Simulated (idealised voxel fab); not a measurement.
process module | voxel released beams
cross-section cut | 215 nm wide | cells 5 nm
A cross-section is a grid of square cells, given in bands from the top down. A band is one or more rows of cells.
Each band's line starts with the height of the band's top and of its bottom, in nm. Then come its materials from left to right, each with its width in nm. One material with "throughout" fills the band from edge to edge. "air" is empty space.
Height 0 is the level under which the wafer as received is all one material. The lowest band goes on downwards, as in "0 down".
A width such as "30 to 40" changes by the same amount from each row of cells to the next, from the band's top row to its bottom row.
"no change" after a step means that no cell of the cross-section changed.
closed voids: empty space of 8 cells or more with no open way to the top, each as width x height at its distance from the left edge, in nm
after a step's settings: what the simulator itself notes on the step
overlay nm, on a step with a mask: how far to the right of its planned place the mask lay; to the left if negative
plan
1 op RECEIVE | material Si
2 op CONFORMAL_DEP | material SiN | thk nm 10
3 op DIRECTIONAL_DEP | material SiO2 | thk nm 15
4 op PATTERN | tone open | mask id ANCHOR | material resist | width nm 45 | thk nm 15 | overlay nm 0
5 op DIRECTIONAL_ETCH | etch materials SiO2 | depth nm 15
6 op STRIP | etch materials resist
7 op CONFORMAL_DEP | material W | thk nm 15
8 op MASKED_ETCH | tone cover | mask id BEAM | width nm 90 | etch materials W | depth nm 15 | overlay nm 0
9 op STRIP | etch materials SiO2
as received, after step 1
  0 down: Si throughout
  closed voids: none
a wafer at the end: this start, this plan, one mistake
  40 to 25: air 60 | W 10 | air 15 | W 65 | air 65
  25 to 10: air 55 | W 45 | air 115
  10 to 0: SiN throughout
  0 down: Si throughout
  closed voids: none
what went wrong: step 4 ran as: op PATTERN | tone open | mask id ANCHOR | material resist | width nm 45 | thk nm 15 | overlay nm -10
